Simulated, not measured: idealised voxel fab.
Process module name: voxel ribs on slabs
Square cells of 5 nm make up the cross-section cut, whose width is 195 nm.
Think of the cross-section as a grid of square cells. We describe it in bands, top to bottom, and each band covers one or more rows of those cells.
The band entry comprises the height of the band's top followed by the height of its bottom, expressed in nm, and subsequently the band's materials from left to right, each stated together with its width in nm. Where a single material is marked with the word "all across", that material fills the band from edge to edge. The word "air" represents empty space.
Heights are measured from 0, the level below which the as-received wafer is all one material; the lowest band has no bottom and continues downward, written as in "0 down".
Read "30 to 40" as a graded width: first number on top, second number at the bottom, same change between each pair of neighbouring rows.
For the purposes of this document, the phrase "changes: none" attached to a step denotes that no cell within the cross-section was modified by that step.
Enclosed voids (no open way to top), threshold 8 cells or more, entry "Sealed internal cavities", notation width x height at distance, distance from left edge, nm.
If you see something after the settings on a step's line, that's the simulator's own remark about that step.
The "overlay nm" setting may appear on a step's line; for a step that uses a mask, it gives how far to the right of its planned position the mask lay, and a negative value indicates the left.
The steps planned for the process are as follows:
1. RECEIVE,material Si
2. DIRECTIONAL_DEP,material SiO2,thk nm 25
3. DIRECTIONAL_DEP,material polySi,thk nm 15
4. DIRECTIONAL_DEP,material aC,thk nm 15
5. PATTERN,tone cover,mask id RIB,material resist,width nm 15,thk nm 35,overlay nm 0
6. DIRECTIONAL_ETCH,etch materials aC,depth nm 15
7. STRIP,etch materials resist
8. DIRECTIONAL_ETCH,etch materials polySi,depth nm 10
9. STRIP,etch materials aC
10. MASKED_ETCH,tone cover,mask id SLAB,width nm 45,etch materials polySi,depth nm 5,overlay nm 0
11. FILL_DEP,material SiO2,thk nm 20
12. CMP,height nm 50
13. DIRECTIONAL_DEP,material W,thk nm 5
14. PATTERN,tone cover,mask id HEATER,material resist,width nm 25,thk nm 15,overlay nm 0
15. DIRECTIONAL_ETCH,etch materials W,depth nm 5
16. STRIP,etch materials resist
17. CONFORMAL_DEP,material SiN,thk nm 5
This is the cross-section of the wafer as we received it, i.e. after step 1:
  0 down | Si all across
  Sealed internal cavities: none
End-of-module XS, first of two wafers, run as planned:
  60 to 55 | 80 of air; 35 of SiN; 80 of air
  55 to 50 | 85 of SiN; 25 of W; 85 of SiN
  50 to 40 | SiO2 all across
  40 to 30 | 90 of SiO2; 15 of polySi; 90 of SiO2
  30 to 25 | 75 of SiO2; 45 of polySi; 75 of SiO2
  25 to 0 | SiO2 all across
  0 down | Si all across
  Sealed internal cavities: none
Now the second wafer, cross-sectioned at the end of the module. Nothing different at the start, nothing different in the plan compared with the first, just one mistake when it was actually run:
  60 to 55 | 80 of air; 35 of SiN; 80 of air
  55 to 50 | 85 of SiN; 25 of W; 85 of SiN
  50 to 15 | SiO2 all across
  15 to 0 | polySi all across
  0 down | Si all across
  Sealed internal cavities: none
In executing the process, a mistake was made relative to the plan: steps 2 and 3 run out of order (swapped)
Per the end-of-run cell counts, the second wafer holds more or fewer of some materials than the first: -102 SiO2 | +102 polySi
